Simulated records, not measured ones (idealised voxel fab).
The document below concerns the process module designated voxel capacitor over wiring.
It is cross-section cut that appears here, measuring 220 nm in width, its square cells being 5 nm in size.
Cross-section, as written here: a square-cell grid given band by band from the top down, where a band holds one or more rows of cells.
For a band, the entry starts with two heights in nm, that of the top and then that of the bottom, and carries on with the band's materials in order from left to right, each alongside its width in nm; the word "full width" beside a single material means it fills the band edge to edge, and "empty" means empty space.
Ref level 0: as-received wafer is one material below here. Bottom band extends down with no lower bound ("0 nm and below").
Per-row width for "30..40": begins at first number (top row of band), ends at second number (bottom row), increment between rows held constant.
When a step is marked "no modification", none of the cells in the cross-section changed during that step.
"Sealed void inventory" specifies each empty space that is not open to the top and that occupies no fewer than 8 cells, using the form width x height at distance, the distance measured from the left edge and all three quantities in nm.
Where a step's line continues beyond its settings, the continuation is a remark by the simulator itself on that step.
overlay nm: where the mask lay relative to plan, measured to the right, on steps with a mask; negatives go left.
Pairs, read this way: before one process step on the one hand, after it on the other, the after cross-section ending at the lowest band that changed; the step between, settings included, beneath. Same starting wafer throughout, but possibly different runs of this module, so no pair continues from the pair above unless its entry headed "Cross-section, before" says so.

Cross-section, before
* 70 nm to 60 nm | TiN full width
* 60 nm to 40 nm | lowk 60 nm | TiN 5 nm | Cu 5 nm | TiN 5 nm | lowk 145 nm
* 40 nm to 35 nm | SiCN 60 nm | TiN 15 nm | SiCN 145 nm
* 35 nm to 30 nm | SiCN 50 nm | Ru 30 nm | SiCN 60 nm | Ru 30 nm | SiCN 50 nm
* 30 nm to 25 nm | SiN 55 nm | TiN 20 nm | SiN 70 nm | TiN 20 nm | SiN 55 nm
* 25 nm to 0 nm | SiO2 full width
* 0 nm and below | Si full width
* Sealed void inventory: none

Section After Processing
* 75 nm to 70 nm | SiN full width
* Nothing below the height 70 has changed.
* Sealed void inventory: none
The before and after cross-sections above differ by one step: DIRECTIONAL_DEP with material SiN, thk nm 5

Cross-section, before: the wafer arrives at this step looking as the after cross-section in the pair just above shows it.

Section After Processing
* 80 nm to 75 nm | TiN full width
* Nothing below the height 75 has changed.
* Sealed void inventory: none
The before and after cross-sections above differ by one step: DIRECTIONAL_DEP with material TiN, thk nm 5

Cross-section, before: the wafer arrives at this step looking as the after cross-section in the pair just above shows it.

Section After Processing
* 95 nm to 80 nm | empty 60 nm | resist 75 nm | empty 85 nm
* Nothing below the height 80 has changed.
* Sealed void inventory: none
The before and after cross-sections above differ by one step: PATTERN with tone cover, mask id UPPER_PLATE, material resist, width nm 75, thk nm 15, overlay nm 0

Cross-section, before: the wafer arrives at this step looking as the after cross-section in the pair just above shows it.

Section After Processing
* 95 nm to 80 nm | empty 60 nm | resist 75 nm | empty 85 nm
* 80 nm to 75 nm | empty 60 nm | TiN 75 nm | empty 85 nm
* Nothing below the height 75 has changed.
* Sealed void inventory: none
The before and after cross-sections above differ by one step: DIRECTIONAL_ETCH with etch materials TiN, depth nm 5

Cross-section, before: the wafer arrives at this step looking as the after cross-section in the pair just above shows it.

Section After Processing
* 95 nm to 80 nm | empty 60 nm | resist 75 nm | empty 85 nm
* 80 nm to 75 nm | empty 60 nm | TiN 75 nm | empty 85 nm
* 75 nm to 70 nm | empty 60 nm | SiN 75 nm | empty 85 nm
* Nothing below the height 70 has changed.
* Sealed void inventory: none
The before and after cross-sections above differ by one step: DIRECTIONAL_ETCH with etch materials SiN, depth nm 5

Cross-section, before: the wafer arrives at this step looking as the after cross-section in the pair just above shows it.

Section After Processing
* 80 nm to 75 nm | empty 60 nm | TiN 75 nm | empty 85 nm
* Nothing below the height 75 has changed.
* Sealed void inventory: none
The before and after cross-sections above differ by one step: STRIP with etch materials resist

Cross-section, before: the wafer arrives at this step looking as the after cross-section in the pair just above shows it.

Section After Processing
* 90 nm to 80 nm | empty 60 nm | aC 75 nm | empty 85 nm
* 80 nm to 75 nm | aC 60 nm | TiN 75 nm | aC 85 nm
* 75 nm to 70 nm | aC 60 nm | SiN 75 nm | aC 85 nm
* Nothing below the height 70 has changed.
* Sealed void inventory: none
The before and after cross-sections above differ by one step: DIRECTIONAL_DEP with material aC, thk nm 10

Cross-section, before: the wafer arrives at this step looking as the after cross-section in the pair just above shows it.

Section After Processing
* 115 nm to 90 nm | empty 55 nm | resist 85 nm | empty 80 nm
* 90 nm to 80 nm | empty 55 nm | resist 5 nm | aC 75 nm | resist 5 nm | empty 80 nm
* Nothing below the height 80 has changed.
* Sealed void inventory: none
The before and after cross-sections above differ by one step: PATTERN with tone cover, mask id LOWER_PLATE, material resist, width nm 85, thk nm 25, overlay nm 0

Cross-section, before: the wafer arrives at this step looking as the after cross-section in the pair just above shows it.

Section After Processing
* 105 nm to 90 nm | empty 55 nm | resist 85 nm | empty 80 nm
* 90 nm to 80 nm | empty 55 nm | resist 5 nm | aC 75 nm | resist 5 nm | empty 80 nm
* 80 nm to 75 nm | empty 55 nm | aC 5 nm | TiN 75 nm | aC 5 nm | empty 80 nm
* 75 nm to 70 nm | empty 55 nm | aC 5 nm | SiN 75 nm | aC 5 nm | empty 80 nm
* Nothing below the height 70 has changed.
* Sealed void inventory: none
The before and after cross-sections above differ by one step: DIRECTIONAL_ETCH with etch materials aC, depth nm 10

Cross-section, before: the wafer arrives at this step looking as the after cross-section in the pair just above shows it.

Section After Processing
* 90 nm to 80 nm | empty 60 nm | aC 75 nm | empty 85 nm
* Nothing below the height 80 has changed.
* Sealed void inventory: none
The before and after cross-sections above differ by one step: STRIP with etch materials resist

Cross-section, before: the wafer arrives at this step looking as the after cross-section in the pair just above shows it.

Section After Processing
* 90 nm to 80 nm | empty 60 nm | aC 75 nm | empty 85 nm
* 80 nm to 75 nm | empty 55 nm | aC 5 nm | TiN 75 nm | aC 5 nm | empty 80 nm
* 75 nm to 70 nm | empty 55 nm | aC 5 nm | SiN 75 nm | aC 5 nm | empty 80 nm
* 70 nm to 60 nm | empty 55 nm | TiN 85 nm | empty 80 nm
* Nothing below the height 60 has changed.
* Sealed void inventory: none
The before and after cross-sections above differ by one step: DIRECTIONAL_ETCH with etch materials TiN, depth nm 10

Cross-section, before: the wafer arrives at this step looking as the after cross-section in the pair just above shows it.

Section After Processing
* 80 nm to 75 nm | empty 60 nm | TiN 75 nm | empty 85 nm
* 75 nm to 70 nm | empty 60 nm | SiN 75 nm | empty 85 nm
* Nothing below the height 70 has changed.
* Sealed void inventory: none
The before and after cross-sections above differ by one step: STRIP with etch materials aC

Cross-section, before: the wafer arrives at this step looking as the after cross-section in the pair just above shows it.

Section After Processing
* 100 nm to 80 nm | SiO2 full width
* 80 nm to 75 nm | SiO2 60 nm | TiN 75 nm | SiO2 85 nm
* 75 nm to 70 nm | SiO2 60 nm | SiN 75 nm | SiO2 85 nm
* 70 nm to 60 nm | SiO2 55 nm | TiN 85 nm | SiO2 80 nm
* Nothing below the height 60 has changed.
* Sealed void inventory: none
The before and after cross-sections above differ by one step: FILL_DEP with material SiO2, thk nm 20

Cross-section, before: the wafer arrives at this step looking as the after cross-section in the pair just above shows it.

Section After Processing
* 95 nm to 80 nm | SiO2 full width
* Nothing below the height 80 has changed.
* Sealed void inventory: none
The before and after cross-sections above differ by one step: CMP with height nm 95

Cross-section, before: the wafer arrives at this step looking as the after cross-section in the pair just above shows it.

Section After Processing
* 110 nm to 95 nm | resist 70 nm | empty 15 nm | resist 135 nm
* Nothing below the height 95 has changed.
* Sealed void inventory: none
The before and after cross-sections above differ by one step: PATTERN with tone open, mask id PLUG_2, material resist, width nm 15, thk nm 15, overlay nm 0

Cross-section, before: the wafer arrives at this step looking as the after cross-section in the pair just above shows it.

Section After Processing
* 110 nm to 95 nm | resist 70 nm | empty 15 nm | resist 135 nm
* 95 nm to 80 nm | SiO2 70 nm | empty 15 nm | SiO2 135 nm
* Nothing below the height 80 has changed.
* Sealed void inventory: none
The before and after cross-sections above differ by one step: DIRECTIONAL_ETCH with etch materials SiO2, depth nm 15

Cross-section, before: the wafer arrives at this step looking as the after cross-section in the pair just above shows it.

Section After Processing
* 95 nm to 80 nm | SiO2 70 nm | empty 15 nm | SiO2 135 nm
* Nothing below the height 80 has changed.
* Sealed void inventory: none
The before and after cross-sections above differ by one step: STRIP with etch materials resist

Cross-section, before: the wafer arrives at this step looking as the after cross-section in the pair just above shows it.

Section After Processing
* 100 nm to 95 nm | TiN 75 nm | empty 5 nm | TiN 140 nm
* 95 nm to 85 nm | SiO2 70 nm | TiN 5 nm | empty 5 nm | TiN 5 nm | SiO2 135 nm
* 85 nm to 75 nm | SiO2 70..60 nm | TiN 15..75 nm | SiO2 135..85 nm
* Nothing below the height 75 has changed.
* Sealed void inventory: none
The before and after cross-sections above differ by one step: CONFORMAL_DEP with material TiN, thk nm 5

Cross-section, before: the wafer arrives at this step looking as the after cross-section in the pair just above shows it.

Section After Processing
* 110 nm to 100 nm | Cu full width
* 100 nm to 95 nm | TiN 75 nm | Cu 5 nm | TiN 140 nm
* 95 nm to 85 nm | SiO2 70 nm | TiN 5 nm | Cu 5 nm | TiN 5 nm | SiO2 135 nm
* Nothing below the height 85 has changed.
* Sealed void inventory: none
The before and after cross-sections above differ by one step: FILL_DEP with material Cu, thk nm 10

Cross-section, before: the wafer arrives at this step looking as the after cross-section in the pair just above shows it.

Section After Processing
* 95 nm to 85 nm | SiO2 70 nm | TiN 5 nm | Cu 5 nm | TiN 5 nm | SiO2 135 nm
* Nothing below the height 85 has changed.
* Sealed void inventory: none
The before and after cross-sections above differ by one step: CMP with height nm 95

Cross-section, before: the wafer arrives at this step looking as the after cross-section in the pair just above shows it.

Section After Processing
* 100 nm to 95 nm | SiN full width
* Nothing below the height 95 has changed.
* Sealed void inventory: none
The before and after cross-sections above differ by one step: CONFORMAL_DEP with material SiN, thk nm 5

Cross-section, before
* 60 nm to 40 nm | lowk 60 nm | TiN 5 nm | Cu 5 nm | TiN 5 nm | lowk 145 nm
* 40 nm to 35 nm | SiCN 60 nm | TiN 15 nm | SiCN 145 nm
* 35 nm to 30 nm | SiCN 50 nm | Ru 30 nm | SiCN 60 nm | Ru 30 nm | SiCN 50 nm
* 30 nm to 15 nm | SiO2 55 nm | TiN 5 nm | Ru 10 nm | TiN 5 nm | SiO2 70 nm | TiN 5 nm | Ru 10 nm | TiN 5 nm | SiO2 55 nm
* 15 nm to 10 nm | SiN 55 nm | TiN 20 nm | SiN 70 nm | TiN 20 nm | SiN 55 nm
* 10 nm to 0 nm | SiO2 full width
* 0 nm and below | Si full width
* Sealed void inventory: none

Section After Processing
* 75 nm to 60 nm | TiN full width
* Nothing below the height 60 has changed.
* Sealed void inventory: none
The before and after cross-sections above differ by one step: DIRECTIONAL_DEP with material TiN, thk nm 15

Cross-section, before: the wafer arrives at this step looking as the after cross-section in the pair just above shows it.

Section After Processing
* 80 nm to 75 nm | SiN full width
* Nothing below the height 75 has changed.
* Sealed void inventory: none
The before and after cross-sections above differ by one step: DIRECTIONAL_DEP with material SiN, thk nm 5

Cross-section, before: the wafer arrives at this step looking as the after cross-section in the pair just above shows it.

Section After Processing
* 85 nm to 80 nm | TiN full width
* Nothing below the height 80 has changed.
* Sealed void inventory: none
The before and after cross-sections above differ by one step: DIRECTIONAL_DEP with material TiN, thk nm 5

Cross-section, before: the wafer arrives at this step looking as the after cross-section in the pair just above shows it.

Section After Processing
* 100 nm to 85 nm | empty 60 nm | resist 75 nm | empty 85 nm
* Nothing below the height 85 has changed.
* Sealed void inventory: none
The before and after cross-sections above differ by one step: PATTERN with tone cover, mask id UPPER_PLATE, material resist, width nm 75, thk nm 15, overlay nm 0

Cross-section, before: the wafer arrives at this step looking as the after cross-section in the pair just above shows it.

Section After Processing
* 100 nm to 85 nm | empty 60 nm | resist 75 nm | empty 85 nm
* 85 nm to 80 nm | empty 60 nm | TiN 75 nm | empty 85 nm
* Nothing below the height 80 has changed.
* Sealed void inventory: none
The before and after cross-sections above differ by one step: DIRECTIONAL_ETCH with etch materials TiN, depth nm 5

Cross-section, before: the wafer arrives at this step looking as the after cross-section in the pair just above shows it.

Section After Processing
* 100 nm to 85 nm | empty 60 nm | resist 75 nm | empty 85 nm
* 85 nm to 80 nm | empty 60 nm | TiN 75 nm | empty 85 nm
* 80 nm to 75 nm | empty 60 nm | SiN 75 nm | empty 85 nm
* Nothing below the height 75 has changed.
* Sealed void inventory: none
The before and after cross-sections above differ by one step: DIRECTIONAL_ETCH with etch materials SiN, depth nm 5

Cross-section, before: the wafer arrives at this step looking as the after cross-section in the pair just above shows it.

Section After Processing
* 85 nm to 80 nm | empty 60 nm | TiN 75 nm | empty 85 nm
* Nothing below the height 80 has changed.
* Sealed void inventory: none
The before and after cross-sections above differ by one step: STRIP with etch materials resist

Cross-section, before: the wafer arrives at this step looking as the after cross-section in the pair just above shows it.

Section After Processing
* 95 nm to 85 nm | empty 60 nm | aC 75 nm | empty 85 nm
* 85 nm to 80 nm | aC 60 nm | TiN 75 nm | aC 85 nm
* 80 nm to 75 nm | aC 60 nm | SiN 75 nm | aC 85 nm
* Nothing below the height 75 has changed.
* Sealed void inventory: none
The before and after cross-sections above differ by one step: DIRECTIONAL_DEP with material aC, thk nm 10

Cross-section, before: the wafer arrives at this step looking as the after cross-section in the pair just above shows it.

Section After Processing
* 120 nm to 95 nm | empty 55 nm | resist 85 nm | empty 80 nm
* 95 nm to 85 nm | empty 55 nm | resist 5 nm | aC 75 nm | resist 5 nm | empty 80 nm
* Nothing below the height 85 has changed.
* Sealed void inventory: none
The before and after cross-sections above differ by one step: PATTERN with tone cover, mask id LOWER_PLATE, material resist, width nm 85, thk nm 25, overlay nm 0

Cross-section, before: the wafer arrives at this step looking as the after cross-section in the pair just above shows it.

Section After Processing
* 110 nm to 95 nm | empty 55 nm | resist 85 nm | empty 80 nm
* 95 nm to 85 nm | empty 55 nm | resist 5 nm | aC 75 nm | resist 5 nm | empty 80 nm
* 85 nm to 80 nm | empty 55 nm | aC 5 nm | TiN 75 nm | aC 5 nm | empty 80 nm
* 80 nm to 75 nm | empty 55 nm | aC 5 nm | SiN 75 nm | aC 5 nm | empty 80 nm
* Nothing below the height 75 has changed.
* Sealed void inventory: none
The before and after cross-sections above differ by one step: DIRECTIONAL_ETCH with etch materials aC, depth nm 10

Cross-section, before: the wafer arrives at this step looking as the after cross-section in the pair just above shows it.

Section After Processing
* 95 nm to 85 nm | empty 60 nm | aC 75 nm | empty 85 nm
* Nothing below the height 85 has changed.
* Sealed void inventory: none
The before and after cross-sections above differ by one step: STRIP with etch materials resist

Cross-section, before: the wafer arrives at this step looking as the after cross-section in the pair just above shows it.

Section After Processing
* 95 nm to 85 nm | empty 60 nm | aC 75 nm | empty 85 nm
* 85 nm to 80 nm | empty 55 nm | aC 5 nm | TiN 75 nm | aC 5 nm | empty 80 nm
* 80 nm to 75 nm | empty 55 nm | aC 5 nm | SiN 75 nm | aC 5 nm | empty 80 nm
* 75 nm to 65 nm | empty 55 nm | TiN 85 nm | empty 80 nm
* Nothing below the height 65 has changed.
* Sealed void inventory: none
The before and after cross-sections above differ by one step: DIRECTIONAL_ETCH with etch materials TiN, depth nm 10

Cross-section, before: the wafer arrives at this step looking as the after cross-section in the pair just above shows it.

Section After Processing
* 85 nm to 80 nm | empty 60 nm | TiN 75 nm | empty 85 nm
* 80 nm to 75 nm | empty 60 nm | SiN 75 nm | empty 85 nm
* Nothing below the height 75 has changed.
* Sealed void inventory: none
The before and after cross-sections above differ by one step: STRIP with etch materials aC

Cross-section, before: the wafer arrives at this step looking as the after cross-section in the pair just above shows it.

Section After Processing
* 105 nm to 85 nm | SiO2 full width
* 85 nm to 80 nm | SiO2 60 nm | TiN 75 nm | SiO2 85 nm
* 80 nm to 75 nm | SiO2 60 nm | SiN 75 nm | SiO2 85 nm
* 75 nm to 65 nm | SiO2 55 nm | TiN 85 nm | SiO2 80 nm
* Nothing below the height 65 has changed.
* Sealed void inventory: none
The before and after cross-sections above differ by one step: FILL_DEP with material SiO2, thk nm 20

Cross-section, before: the wafer arrives at this step looking as the after cross-section in the pair just above shows it.

Section After Processing
* 95 nm to 85 nm | SiO2 full width
* Nothing below the height 85 has changed.
* Sealed void inventory: none
The before and after cross-sections above differ by one step: CMP with height nm 95

Cross-section, before: the wafer arrives at this step looking as the after cross-section in the pair just above shows it.

Section After Processing
* 110 nm to 95 nm | resist 70 nm | empty 15 nm | resist 135 nm
* Nothing below the height 95 has changed.
* Sealed void inventory: none
The before and after cross-sections above differ by one step: PATTERN with tone open, mask id PLUG_2, material resist, width nm 15, thk nm 15, overlay nm 0

Cross-section, before: the wafer arrives at this step looking as the after cross-section in the pair just above shows it.

Section After Processing
* 110 nm to 95 nm | resist 70 nm | empty 15 nm | resist 135 nm
* 95 nm to 85 nm | SiO2 70 nm | empty 15 nm | SiO2 135 nm
* Nothing below the height 85 has changed.
* Sealed void inventory: none
The before and after cross-sections above differ by one step: DIRECTIONAL_ETCH with etch materials SiO2, depth nm 15

Cross-section, before: the wafer arrives at this step looking as the after cross-section in the pair just above shows it.

Section After Processing
* 95 nm to 85 nm | SiO2 70 nm | empty 15 nm | SiO2 135 nm
* Nothing below the height 85 has changed.
* Sealed void inventory: none
The before and after cross-sections above differ by one step: STRIP with etch materials resist

Cross-section, before: the wafer arrives at this step looking as the after cross-section in the pair just above shows it.

Section After Processing
* 100 nm to 95 nm | TiN 75 nm | empty 5 nm | TiN 140 nm
* 95 nm to 90 nm | SiO2 70 nm | TiN 5 nm | empty 5 nm | TiN 5 nm | SiO2 135 nm
* 90 nm to 80 nm | SiO2 70..60 nm | TiN 15..75 nm | SiO2 135..85 nm
* Nothing below the height 80 has changed.
* Sealed void inventory: none
The before and after cross-sections above differ by one step: CONFORMAL_DEP with material TiN, thk nm 5

Cross-section, before: the wafer arrives at this step looking as the after cross-section in the pair just above shows it.

Section After Processing
* 110 nm to 100 nm | Cu full width
* 100 nm to 95 nm | TiN 75 nm | Cu 5 nm | TiN 140 nm
* 95 nm to 90 nm | SiO2 70 nm | TiN 5 nm | Cu 5 nm | TiN 5 nm | SiO2 135 nm
* Nothing below the height 90 has changed.
* Sealed void inventory: none
The before and after cross-sections above differ by one step: FILL_DEP with material Cu, thk nm 10

Cross-section, before: the wafer arrives at this step looking as the after cross-section in the pair just above shows it.

Section After Processing
* 95 nm to 90 nm | SiO2 70 nm | TiN 5 nm | Cu 5 nm | TiN 5 nm | SiO2 135 nm
* Nothing below the height 90 has changed.
* Sealed void inventory: none
The before and after cross-sections above differ by one step: CMP with height nm 95

Cross-section, before: the wafer arrives at this step looking as the after cross-section in the pair just above shows it.

Section After Processing
* 100 nm to 95 nm | SiN full width
* Nothing below the height 95 has changed.
* Sealed void inventory: none
The before and after cross-sections above differ by one step: CONFORMAL_DEP with material SiN, thk nm 5

Cross-section, before
* 80 nm to 75 nm | TiN full width
* 75 nm to 70 nm | SiN full width
* 70 nm to 60 nm | TiN full width
* 60 nm to 40 nm | lowk 60 nm | TiN 5 nm | Cu 5 nm | TiN 5 nm | lowk 145 nm
* 40 nm to 35 nm | SiCN 60 nm | TiN 15 nm | SiCN 145 nm
* 35 nm to 30 nm | SiCN 50 nm | Ru 30 nm | SiCN 60 nm | Ru 30 nm | SiCN 50 nm
* 30 nm to 15 nm | SiO2 55 nm | TiN 5 nm | Ru 10 nm | TiN 5 nm | SiO2 70 nm | TiN 5 nm | Ru 10 nm | TiN 5 nm | SiO2 55 nm
* 15 nm to 10 nm | SiN 55 nm | TiN 20 nm | SiN 70 nm | TiN 20 nm | SiN 55 nm
* 10 nm to 0 nm | SiO2 full width
* 0 nm and below | Si full width
* Sealed void inventory: none

Section After Processing
* 95 nm to 80 nm | empty 65 nm | resist 65 nm | empty 90 nm
* Nothing below the height 80 has changed.
* Sealed void inventory: none
The before and after cross-sections above differ by one step: PATTERN with tone cover, mask id UPPER_PLATE, material resist, width nm 65, thk nm 15, overlay nm 0

Cross-section, before: the wafer arrives at this step looking as the after cross-section in the pair just above shows it.

Section After Processing
* 95 nm to 80 nm | empty 65 nm | resist 65 nm | empty 90 nm
* 80 nm to 75 nm | empty 65 nm | TiN 65 nm | empty 90 nm
* Nothing below the height 75 has changed.
* Sealed void inventory: none
The before and after cross-sections above differ by one step: DIRECTIONAL_ETCH with etch materials TiN, depth nm 5

Cross-section, before: the wafer arrives at this step looking as the after cross-section in the pair just above shows it.

Section After Processing
* 95 nm to 80 nm | empty 65 nm | resist 65 nm | empty 90 nm
* 80 nm to 75 nm | empty 65 nm | TiN 65 nm | empty 90 nm
* 75 nm to 70 nm | empty 65 nm | SiN 65 nm | empty 90 nm
* Nothing below the height 70 has changed.
* Sealed void inventory: none
The before and after cross-sections above differ by one step: DIRECTIONAL_ETCH with etch materials SiN, depth nm 5

Cross-section, before: the wafer arrives at this step looking as the after cross-section in the pair just above shows it.

Section After Processing
* 80 nm to 75 nm | empty 65 nm | TiN 65 nm | empty 90 nm
* Nothing below the height 75 has changed.
* Sealed void inventory: none
The before and after cross-sections above differ by one step: STRIP with etch materials resist

Cross-section, before: the wafer arrives at this step looking as the after cross-section in the pair just above shows it.

Section After Processing
* 90 nm to 80 nm | empty 65 nm | aC 65 nm | empty 90 nm
* 80 nm to 75 nm | aC 65 nm | TiN 65 nm | aC 90 nm
* 75 nm to 70 nm | aC 65 nm | SiN 65 nm | aC 90 nm
* Nothing below the height 70 has changed.
* Sealed void inventory: none
The before and after cross-sections above differ by one step: DIRECTIONAL_DEP with material aC, thk nm 10

Cross-section, before: the wafer arrives at this step looking as the after cross-section in the pair just above shows it.

Section After Processing
* 115 nm to 90 nm | empty 55 nm | resist 85 nm | empty 80 nm
* 90 nm to 80 nm | empty 55 nm | resist 10 nm | aC 65 nm | resist 10 nm | empty 80 nm
* Nothing below the height 80 has changed.
* Sealed void inventory: none
The before and after cross-sections above differ by one step: PATTERN with tone cover, mask id LOWER_PLATE, material resist, width nm 85, thk nm 25, overlay nm 0

Cross-section, before: the wafer arrives at this step looking as the after cross-section in the pair just above shows it.

Section After Processing
* 105 nm to 90 nm | empty 55 nm | resist 85 nm | empty 80 nm
* 90 nm to 80 nm | empty 55 nm | resist 10 nm | aC 65 nm | resist 10 nm | empty 80 nm
* 80 nm to 75 nm | empty 55 nm | aC 10 nm | TiN 65 nm | aC 10 nm | empty 80 nm
* 75 nm to 70 nm | empty 55 nm | aC 10 nm | SiN 65 nm | aC 10 nm | empty 80 nm
* Nothing below the height 70 has changed.
* Sealed void inventory: none
The before and after cross-sections above differ by one step: DIRECTIONAL_ETCH with etch materials aC, depth nm 10

Cross-section, before: the wafer arrives at this step looking as the after cross-section in the pair just above shows it.

Section After Processing
* 90 nm to 80 nm | empty 65 nm | aC 65 nm | empty 90 nm
* Nothing below the height 80 has changed.
* Sealed void inventory: none
The before and after cross-sections above differ by one step: STRIP with etch materials resist

Cross-section, before: the wafer arrives at this step looking as the after cross-section in the pair just above shows it.

Section After Processing
* 90 nm to 80 nm | empty 65 nm | aC 65 nm | empty 90 nm
* 80 nm to 75 nm | empty 55 nm | aC 10 nm | TiN 65 nm | aC 10 nm | empty 80 nm
* 75 nm to 70 nm | empty 55 nm | aC 10 nm | SiN 65 nm | aC 10 nm | empty 80 nm
* 70 nm to 60 nm | empty 55 nm | TiN 85 nm | empty 80 nm
* Nothing below the height 60 has changed.
* Sealed void inventory: none
The before and after cross-sections above differ by one step: DIRECTIONAL_ETCH with etch materials TiN, depth nm 10

Cross-section, before: the wafer arrives at this step looking as the after cross-section in the pair just above shows it.

Section After Processing
* 80 nm to 75 nm | empty 65 nm | TiN 65 nm | empty 90 nm
* 75 nm to 70 nm | empty 65 nm | SiN 65 nm | empty 90 nm
* Nothing below the height 70 has changed.
* Sealed void inventory: none
The before and after cross-sections above differ by one step: STRIP with etch materials aC

Cross-section, before: the wafer arrives at this step looking as the after cross-section in the pair just above shows it.

Section After Processing
* 100 nm to 80 nm | SiO2 full width
* 80 nm to 75 nm | SiO2 65 nm | TiN 65 nm | SiO2 90 nm
* 75 nm to 70 nm | SiO2 65 nm | SiN 65 nm | SiO2 90 nm
* 70 nm to 60 nm | SiO2 55 nm | TiN 85 nm | SiO2 80 nm
* Nothing below the height 60 has changed.
* Sealed void inventory: none
The before and after cross-sections above differ by one step: FILL_DEP with material SiO2, thk nm 20

Cross-section, before: the wafer arrives at this step looking as the after cross-section in the pair just above shows it.

Section After Processing
* 95 nm to 80 nm | SiO2 full width
* Nothing below the height 80 has changed.
* Sealed void inventory: none
The before and after cross-sections above differ by one step: CMP with height nm 95

Cross-section, before: the wafer arrives at this step looking as the after cross-section in the pair just above shows it.

Section After Processing
* 110 nm to 95 nm | resist 70 nm | empty 15 nm | resist 135 nm
* Nothing below the height 95 has changed.
* Sealed void inventory: none
The before and after cross-sections above differ by one step: PATTERN with tone open, mask id PLUG_2, material resist, width nm 15, thk nm 15, overlay nm 0

Cross-section, before: the wafer arrives at this step looking as the after cross-section in the pair just above shows it.

Section After Processing
* 110 nm to 95 nm | resist 70 nm | empty 15 nm | resist 135 nm
* 95 nm to 80 nm | SiO2 70 nm | empty 15 nm | SiO2 135 nm
* Nothing below the height 80 has changed.
* Sealed void inventory: none
The before and after cross-sections above differ by one step: DIRECTIONAL_ETCH with etch materials SiO2, depth nm 15

Cross-section, before: the wafer arrives at this step looking as the after cross-section in the pair just above shows it.

Section After Processing
* 95 nm to 80 nm | SiO2 70 nm | empty 15 nm | SiO2 135 nm
* Nothing below the height 80 has changed.
* Sealed void inventory: none
The before and after cross-sections above differ by one step: STRIP with etch materials resist

Cross-section, before: the wafer arrives at this step looking as the after cross-section in the pair just above shows it.

Section After Processing
* 100 nm to 95 nm | TiN 75 nm | empty 5 nm | TiN 140 nm
* 95 nm to 85 nm | SiO2 70 nm | TiN 5 nm | empty 5 nm | TiN 5 nm | SiO2 135 nm
* 85 nm to 75 nm | SiO2 70..65 nm | TiN 15..65 nm | SiO2 135..90 nm
* Nothing below the height 75 has changed.
* Sealed void inventory: none
The before and after cross-sections above differ by one step: CONFORMAL_DEP with material TiN, thk nm 5

Cross-section, before: the wafer arrives at this step looking as the after cross-section in the pair just above shows it.

Section After Processing
* 110 nm to 100 nm | Cu full width
* 100 nm to 95 nm | TiN 75 nm | Cu 5 nm | TiN 140 nm
* 95 nm to 85 nm | SiO2 70 nm | TiN 5 nm | Cu 5 nm | TiN 5 nm | SiO2 135 nm
* Nothing below the height 85 has changed.
* Sealed void inventory: none
The before and after cross-sections above differ by one step: FILL_DEP with material Cu, thk nm 10

Cross-section, before: the wafer arrives at this step looking as the after cross-section in the pair just above shows it.

Section After Processing
* 95 nm to 85 nm | SiO2 70 nm | TiN 5 nm | Cu 5 nm | TiN 5 nm | SiO2 135 nm
* Nothing below the height 85 has changed.
* Sealed void inventory: none
The before and after cross-sections above differ by one step: CMP with height nm 95

Cross-section, before: the wafer arrives at this step looking as the after cross-section in the pair just above shows it.

Section After Processing
* 100 nm to 95 nm | SiN full width
* Nothing below the height 95 has changed.
* Sealed void inventory: none
The before and after cross-sections above differ by one step: CONFORMAL_DEP with material SiN, thk nm 5

Cross-section, before
* 30 nm to 15 nm | SiO2 full width
* 15 nm to 10 nm | SiN full width
* 10 nm to 0 nm | SiO2 full width
* 0 nm and below | Si full width
* Sealed void inventory: none

Section After Processing
* 50 nm to 30 nm | resist 65 nm | empty 20 nm | resist 70 nm | empty 20 nm | resist 45 nm
* Nothing below the height 30 has changed.
* Sealed void inventory: none
The before and after cross-sections above differ by one step: PATTERN with tone open, mask id METAL_1, material resist, width nm 20, pitch nm 90, thk nm 20, overlay nm 10

Cross-section, before: the wafer arrives at this step looking as the after cross-section in the pair just above shows it.

Section After Processing
* 50 nm to 30 nm | resist 65 nm | empty 20 nm | resist 70 nm | empty 20 nm | resist 45 nm
* 30 nm to 15 nm | SiO2 65 nm | empty 20 nm | SiO2 70 nm | empty 20 nm | SiO2 45 nm
* Nothing below the height 15 has changed.
* Sealed void inventory: none
The before and after cross-sections above differ by one step: DIRECTIONAL_ETCH with etch materials SiO2, depth nm 15

Cross-section, before: the wafer arrives at this step looking as the after cross-section in the pair just above shows it.

Section After Processing
* 50 nm to 30 nm | resist 65 nm | empty 20 nm | resist 70 nm | empty 20 nm | resist 45 nm
* 30 nm to 15 nm | SiO2 65 nm | empty 20 nm | SiO2 70 nm | empty 20 nm | SiO2 45 nm
* 15 nm to 10 nm | SiN 65 nm | empty 20 nm | SiN 70 nm | empty 20 nm | SiN 45 nm
* Nothing below the height 10 has changed.
* Sealed void inventory: none
The before and after cross-sections above differ by one step: DIRECTIONAL_ETCH with etch materials SiN, depth nm 5

Cross-section, before: the wafer arrives at this step looking as the after cross-section in the pair just above shows it.

Section After Processing
* 30 nm to 15 nm | SiO2 65 nm | empty 20 nm | SiO2 70 nm | empty 20 nm | SiO2 45 nm
* Nothing below the height 15 has changed.
* Sealed void inventory: none
The before and after cross-sections above differ by one step: STRIP with etch materials resist

Cross-section, before: the wafer arrives at this step looking as the after cross-section in the pair just above shows it.

Section After Processing
* 35 nm to 30 nm | TiN 70 nm | empty 10 nm | TiN 80 nm | empty 10 nm | TiN 50 nm
* 30 nm to 15 nm | SiO2 65 nm | TiN 5 nm | empty 10 nm | TiN 5 nm | SiO2 70 nm | TiN 5 nm | empty 10 nm | TiN 5 nm | SiO2 45 nm
* 15 nm to 10 nm | SiN 65 nm | TiN 20 nm | SiN 70 nm | TiN 20 nm | SiN 45 nm
* Nothing below the height 10 has changed.
* Sealed void inventory: none
The before and after cross-sections above differ by one step: CONFORMAL_DEP with material TiN, thk nm 5

Cross-section, before: the wafer arrives at this step looking as the after cross-section in the pair just above shows it.

Section After Processing
* 40 nm to 35 nm | Ru full width
* 35 nm to 30 nm | TiN 70 nm | Ru 10 nm | TiN 80 nm | Ru 10 nm | TiN 50 nm
* 30 nm to 15 nm | SiO2 65 nm | TiN 5 nm | Ru 10 nm | TiN 5 nm | SiO2 70 nm | TiN 5 nm | Ru 10 nm | TiN 5 nm | SiO2 45 nm
* Nothing below the height 15 has changed.
* Sealed void inventory: none
The before and after cross-sections above differ by one step: FILL_DEP with material Ru, thk nm 5
